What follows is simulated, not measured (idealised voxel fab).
The process module that follows is named voxel lift off.
Section shown: cut. Width: 155 nm. Cell size: 5 nm, square.
Throughout this document, each cross-section is represented as a grid of square cells and is presented as a sequence of bands enumerated from the top downward, where a band comprises one or more rows of cells.
Heights first: top, then bottom, in nm. Then materials, left to right, each with a width in nm. "edge to edge" on a single material: fills the band edge to edge. "empty": empty space.
The reference from which all heights are counted is 0, the level beneath which the as-received wafer is entirely one material; the lowest band, having no lower bound, proceeds downward and is written after the example "z 0 and below".
The width entry "30 to 40" should be interpreted row by row: the top row of cells in the band takes the first number, the bottom row takes the second number, and the change between adjacent rows is uniform throughout.
Where a step carries "nothing different", the cross-section came out of it unchanged, cell for cell.
For the entry "Enclosed internal cavities", the listed items are empty spaces with no open way to the top whose size is 8 cells or more; each item follows the pattern width x height at distance, where distance is from the left edge and all three are in nm.
Where a step's line continues beyond its settings, the continuation is a remark by the simulator itself on that step.
On any step carrying a mask, the "overlay nm" setting, if present on the step's line, tells how far right of its planned place the mask lay; negative values point to the left.

# This section lists the process steps that were planned
1 RECEIVE (material Si)
2 CONFORMAL_DEP (material Al2O3; thk nm 15)
3 PATTERN (tone open; mask id LINES; material resist; width nm 15; pitch nm 40; thk nm 25; overlay nm 0)
4 DIRECTIONAL_DEP (material Ru; thk nm 15)
5 STRIP (etch materials resist)
6 CONFORMAL_DEP (material SiO2; thk nm 5)

# Wafer at receipt (post step 1), cross-section
	z 0 and below = Si edge to edge
	Enclosed internal cavities: none

# Wafer at module end, in section. Began as above, planned as above, run with one mistake
	z 35 to 20 = 25 of empty; 25 of SiO2; 15 of empty; 25 of SiO2; 15 of empty; 25 of SiO2; 25 of empty
	z 20 to 15 = SiO2 edge to edge
	z 15 to 0 = Al2O3 edge to edge
	z 0 and below = Si edge to edge
	Enclosed internal cavities: none
Which mistake was made when the wafer was run? step 4 did not happen as planned, as run it was DIRECTIONAL_DEP (material SiO2; thk nm 15)
